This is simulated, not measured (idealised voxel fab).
The process module that follows is named voxel trench capacitor.
In the cross-section labelled cut, the width is 245 nm and each square cell is 5 nm.
Cross-section format: a grid of square cells, given as bands from top to bottom; each band is one or more rows of cells. Heads up on the band format: heights come first, top then bottom, in nm. After that it's the materials left to right, each with its width in nm. A single material flagged "everywhere" fills the whole band edge to edge, and "blank" means there's empty space there. Height is counted from the level 0, under which the received wafer is composed throughout of one material. The lowest of the bands is not closed at the bottom but continues downward, in the notation "0 down". Quick explanation for "30..40": the width changes in equal steps down the rows of cells, from the first number in the band's top row to the second number in its bottom row. "remained unchanged", as given for a step, is the statement that not any cell of the cross-section underwent a change during that step. Each empty space that has no open way to the top and spans at least 8 cells appears under "Sealed-off cavities" as width x height at distance, the distance counted from the left edge, all in nm. On a step's line, text after the settings is the simulator commenting on that step. The line of a step may include "overlay nm". On a step with a mask, this value is how far to the right of its planned place the mask lay. A negative value means the mask lay to the left.
[Listed below are the process steps as planned]
1: RECEIVE | material Si
2: CONFORMAL_DEP | material SiN | thk nm 10
3: DIRECTIONAL_DEP | material aC | thk nm 10
4: PATTERN | tone open | mask id TRENCH | material resist | width nm 25 | pitch nm 45 | thk nm 25 | overlay nm 0
5: DIRECTIONAL_ETCH | etch materials aC | depth nm 10
6: STRIP | etch materials resist
7: DIRECTIONAL_ETCH | etch materials SiN | depth nm 10
8: DIRECTIONAL_ETCH | etch materials Si | depth nm 35
9: STRIP | etch materials aC
10: CONFORMAL_DEP | material Al2O3 | thk nm 5
11: CONFORMAL_DEP | material TiN | thk nm 5
12: FILL_DEP | material W | thk nm 10
13: CMP | height nm 10
[The first wafer of two, processed as planned]
[Wafer as received: cross-section following step 1]
- 0 down = Si everywhere
- Sealed-off cavities: none
[The following cross-section depicts the wafer upon completion of step 2]
- 10 to 0 = SiN everywhere
- Note: structure below 0 unchanged.
[The following cross-section depicts the wafer upon completion of step 3]
- 20 to 10 = aC everywhere
- Note: structure below 10 unchanged.
[The following cross-section depicts the wafer upon completion of step 4]
- 45 to 20 = 85 of resist, 25 of blank, 20 of resist, 25 of blank, 90 of resist
- Note: structure below 20 unchanged.
[The following cross-section depicts the wafer upon completion of step 5]
- 35 to 20 = 85 of resist, 25 of blank, 20 of resist, 25 of blank, 90 of resist
- 20 to 10 = 85 of aC, 25 of blank, 20 of aC, 25 of blank, 90 of aC
- Note: structure below 10 unchanged.
[The following cross-section depicts the wafer upon completion of step 6]
- 20 to 10 = 85 of aC, 25 of blank, 20 of aC, 25 of blank, 90 of aC
- Note: structure below 10 unchanged.
[The following cross-section depicts the wafer upon completion of step 7]
- 20 to 10 = 85 of aC, 25 of blank, 20 of aC, 25 of blank, 90 of aC
- 10 to 0 = 85 of SiN, 25 of blank, 20 of SiN, 25 of blank, 90 of SiN
- Note: structure below 0 unchanged.
[The following cross-section depicts the wafer upon completion of step 8]
- 20 to 10 = 85 of aC, 25 of blank, 20 of aC, 25 of blank, 90 of aC
- 10 to 0 = 85 of SiN, 25 of blank, 20 of SiN, 25 of blank, 90 of SiN
- 0 to -35 = 85 of Si, 25 of blank, 20 of Si, 25 of blank, 90 of Si
- Note: structure below -35 unchanged.
[The following cross-section depicts the wafer upon completion of step 9]
- 10 to 0 = 85 of SiN, 25 of blank, 20 of SiN, 25 of blank, 90 of SiN
- Note: structure below 0 unchanged.
[The following cross-section depicts the wafer upon completion of step 10]
- 15 to 10 = 90 of Al2O3, 15 of blank, 30 of Al2O3, 15 of blank, 95 of Al2O3
- 10 to 0 = 85 of SiN, 5 of Al2O3, 15 of blank, 5 of Al2O3, 20 of SiN, 5 of Al2O3, 15 of blank, 5 of Al2O3, 90 of SiN
- 0 to -30 = 85 of Si, 5 of Al2O3, 15 of blank, 5 of Al2O3, 20 of Si, 5 of Al2O3, 15 of blank, 5 of Al2O3, 90 of Si
- -30 to -35 = 85 of Si, 25 of Al2O3, 20 of Si, 25 of Al2O3, 90 of Si
- Note: structure below -35 unchanged.
[The following cross-section depicts the wafer upon completion of step 11]
- 20 to 15 = 95 of TiN, 5 of blank, 40 of TiN, 5 of blank, 100 of TiN
- 15 to 10 = 90 of Al2O3, 5 of TiN, 5 of blank, 5 of TiN, 30 of Al2O3, 5 of TiN, 5 of blank, 5 of TiN, 95 of Al2O3
- 10 to 0 = 85 of SiN, 5 of Al2O3, 5 of TiN, 5 of blank, 5 of TiN, 5 of Al2O3, 20 of SiN, 5 of Al2O3, 5 of TiN, 5 of blank, 5 of TiN, 5 of Al2O3, 90 of SiN
- 0 to -25 = 85 of Si, 5 of Al2O3, 5 of TiN, 5 of blank, 5 of TiN, 5 of Al2O3, 20 of Si, 5 of Al2O3, 5 of TiN, 5 of blank, 5 of TiN, 5 of Al2O3, 90 of Si
- -25 to -30 = 85 of Si, 5 of Al2O3, 15 of TiN, 5 of Al2O3, 20 of Si, 5 of Al2O3, 15 of TiN, 5 of Al2O3, 90 of Si
- Note: structure below -30 unchanged.
[The following cross-section depicts the wafer upon completion of step 12]
- 30 to 20 = W everywhere
- 20 to 15 = 95 of TiN, 5 of W, 40 of TiN, 5 of W, 100 of TiN
- 15 to 10 = 90 of Al2O3, 5 of TiN, 5 of W, 5 of TiN, 30 of Al2O3, 5 of TiN, 5 of W, 5 of TiN, 95 of Al2O3
- 10 to 0 = 85 of SiN, 5 of Al2O3, 5 of TiN, 5 of W, 5 of TiN, 5 of Al2O3, 20 of SiN, 5 of Al2O3, 5 of TiN, 5 of W, 5 of TiN, 5 of Al2O3, 90 of SiN
- 0 to -25 = 85 of Si, 5 of Al2O3, 5 of TiN, 5 of W, 5 of TiN, 5 of Al2O3, 20 of Si, 5 of Al2O3, 5 of TiN, 5 of W, 5 of TiN, 5 of Al2O3, 90 of Si
- Note: structure below -25 unchanged.
[The following cross-section depicts the wafer upon completion of step 13]
- 10 to 0 = 85 of SiN, 5 of Al2O3, 5 of TiN, 5 of W, 5 of TiN, 5 of Al2O3, 20 of SiN, 5 of Al2O3, 5 of TiN, 5 of W, 5 of TiN, 5 of Al2O3, 90 of SiN
- Note: structure below 0 unchanged.
[Second wafer. Start and plan as for the first. One mistake made in running. Agrees with the first up to and including step 9]
[Planned end of step 10: second wafer, cross-section]
- 25 to 10 = Al2O3 everywhere
- 10 to 0 = 85 of SiN, 25 of Al2O3, 20 of SiN, 25 of Al2O3, 90 of SiN
- 0 to -35 = 85 of Si, 25 of Al2O3, 20 of Si, 25 of Al2O3, 90 of Si
- Note: structure below -35 unchanged.
[Planned end of step 11: second wafer, cross-section]
- 30 to 25 = TiN everywhere
- Note: structure below 25 unchanged.
[Planned end of step 12: second wafer, cross-section]
- 40 to 30 = W everywhere
- Note: structure below 30 unchanged.
[Planned end of step 13: second wafer, cross-section]
- 10 to 0 = 85 of SiN, 25 of Al2O3, 20 of SiN, 25 of Al2O3, 90 of SiN
- Note: structure below 0 unchanged.
So what did we get wrong on this run? step 10 went in with a setting other than planned; the actual run was CONFORMAL_DEP | material Al2O3 | thk nm 15
Final wafer comparison in cells, second versus first, more or fewer per material: +48 Al2O3, -34 TiN, -14 W
